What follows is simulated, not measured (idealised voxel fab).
Process module under the name voxel capacitor over wiring
The width of the displayed cross-section, cut, is 255 nm; its cells are square, with a size of 5 nm.
Reading order for cross-sections: top band down to bottom band. Underlying form: a grid of square cells. Band size: one or more rows of cells. Per band: top height and bottom height in nm, followed by the left-to-right materials and their widths in nm; "all across" marks a single material spanning edge to edge, "empty" marks empty space. Height reference: 0 = level under which incoming wafer is all one material. Lowest band: no bottom, runs on downward, e.g. "0 -> down". Read "30..40" as a graded width: first number on top, second number at the bottom, same change between each pair of neighbouring rows. "stayed the same" after a step means that no cell of the cross-section changed. In the "Internal closed voids" entry, you get each enclosed empty space of 8 cells or more, one with no open way to the top, written width x height at distance, distance from the left edge, in nm. Heads up: the bit after the settings on a step's line is the simulator's remark on that step. overlay nm: step with mask; distance mask lay right of planned place; negative value = left of planned place.
**Intended process steps**
1) RECEIVE [material Si]
2) CONFORMAL_DEP [material SiO2] [thk nm 15]
3) DIRECTIONAL_DEP [material TiN] [thk nm 5]
4) DIRECTIONAL_DEP [material Ru] [thk nm 25]
5) MASKED_ETCH [tone cover] [mask id METAL_1] [width nm 20] [pitch nm 85] [etch materials Ru] [depth nm 25] [overlay nm 0]
6) MASKED_ETCH [tone cover] [mask id METAL_1] [width nm 20] [pitch nm 85] [etch materials TiN] [depth nm 5] [overlay nm 0]
7) FILL_DEP [material SiO2] [thk nm 10]
8) CMP [height nm 45]
9) CONFORMAL_DEP [material SiCN] [thk nm 5]
10) DIRECTIONAL_DEP [material SiO2] [thk nm 20]
11) DIRECTIONAL_DEP [material aC] [thk nm 10]
12) PATTERN [tone open] [mask id PLUG_1] [material resist] [width nm 15] [thk nm 30] [overlay nm 0]
13) DIRECTIONAL_ETCH [etch materials aC] [depth nm 10]
14) STRIP [etch materials resist]
15) DIRECTIONAL_ETCH [etch materials SiO2] [depth nm 20]
16) DIRECTIONAL_ETCH [etch materials SiCN] [depth nm 5]
17) STRIP [etch materials aC]
18) EPI [material Ru] [thk nm 10]
19) EPI [material Ru] [thk nm 10]
20) EPI [material Ru] [thk nm 5]
21) DIRECTIONAL_DEP [material TiN] [thk nm 5]
22) DIRECTIONAL_DEP [material HfO2] [thk nm 5]
23) DIRECTIONAL_DEP [material TiN] [thk nm 5]
24) MASKED_ETCH [tone cover] [mask id UPPER_PLATE] [width nm 70] [etch materials TiN] [depth nm 5] [overlay nm 0]
25) MASKED_ETCH [tone cover] [mask id UPPER_PLATE] [width nm 70] [etch materials HfO2] [depth nm 5] [overlay nm 0]
26) MASKED_ETCH [tone cover] [mask id LOWER_PLATE] [width nm 80] [etch materials TiN] [depth nm 5] [overlay nm 0]
27) FILL_DEP [material SiO2] [thk nm 15]
28) CMP [height nm 95]
29) PATTERN [tone open] [mask id PLUG_2] [material resist] [width nm 15] [thk nm 15] [overlay nm 0]
30) DIRECTIONAL_ETCH [etch materials SiO2] [depth nm 10]
31) STRIP [etch materials resist]
32) CONFORMAL_DEP [material TiN] [thk nm 5]
33) FILL_DEP [material Ru] [thk nm 10]
34) CMP [height nm 95]
35) CONFORMAL_DEP [material SiCN] [thk nm 5]
**Here's what the wafer looked like in cross-section when it arrived - that's after step 1**
> 0 -> down: Si all across
> Internal closed voids: none
**first wafer at the end, as planned**
> 100 -> 95: SiCN all across
> 95 -> 90: 90 nm SiO2 | 5 nm TiN | 5 nm Ru | 5 nm TiN | 150 nm SiO2
> 90 -> 80: 90..80 nm SiO2 | 15..70 nm TiN | 150..105 nm SiO2
> 80 -> 75: 80 nm SiO2 | 70 nm HfO2 | 105 nm SiO2
> 75 -> 70: 75 nm SiO2 | 80 nm TiN | 100 nm SiO2
> 70 -> 50: 80 nm SiO2 | 15 nm Ru | 160 nm SiO2
> 50 -> 45: 80 nm SiCN | 15 nm Ru | 160 nm SiCN
> 45 -> 20: 75 nm SiO2 | 20 nm Ru | 65 nm SiO2 | 20 nm Ru | 75 nm SiO2
> 20 -> 15: 75 nm SiO2 | 20 nm TiN | 65 nm SiO2 | 20 nm TiN | 75 nm SiO2
> 15 -> 0: SiO2 all across
> 0 -> down: Si all across
> Internal closed voids: none
**Here's the second of our two wafers sectioned at module end. Same start as the first, same plan, but one mistake got made running it**
> 100 -> 95: SiCN all across
> 95 -> 90: 90 nm SiO2 | 5 nm TiN | 5 nm Ru | 5 nm TiN | 150 nm SiO2
> 90 -> 85: 90 nm SiO2 | 15 nm TiN | 150 nm SiO2
> 85 -> 80: 80 nm SiO2 | 70 nm HfO2 | 105 nm SiO2
> 80 -> 75: 75 nm SiO2 | 80 nm TiN | 100 nm SiO2
> 75 -> 70: TiN all across
> 70 -> 50: 80 nm SiO2 | 15 nm Ru | 160 nm SiO2
> 50 -> 45: 80 nm SiCN | 15 nm Ru | 160 nm SiCN
> 45 -> 20: 75 nm SiO2 | 20 nm Ru | 65 nm SiO2 | 20 nm Ru | 75 nm SiO2
> 20 -> 15: 75 nm SiO2 | 20 nm TiN | 65 nm SiO2 | 20 nm TiN | 75 nm SiO2
> 15 -> 0: SiO2 all across
> 0 -> down: Si all across
> Internal closed voids: none
Deviation noted in wafer processing: mixed up steps 22 and 23 - ran each in the other's place
Wafer comparison, final, in cells, second relative to first, materials more or fewer: -37 SiO2 | +37 TiN
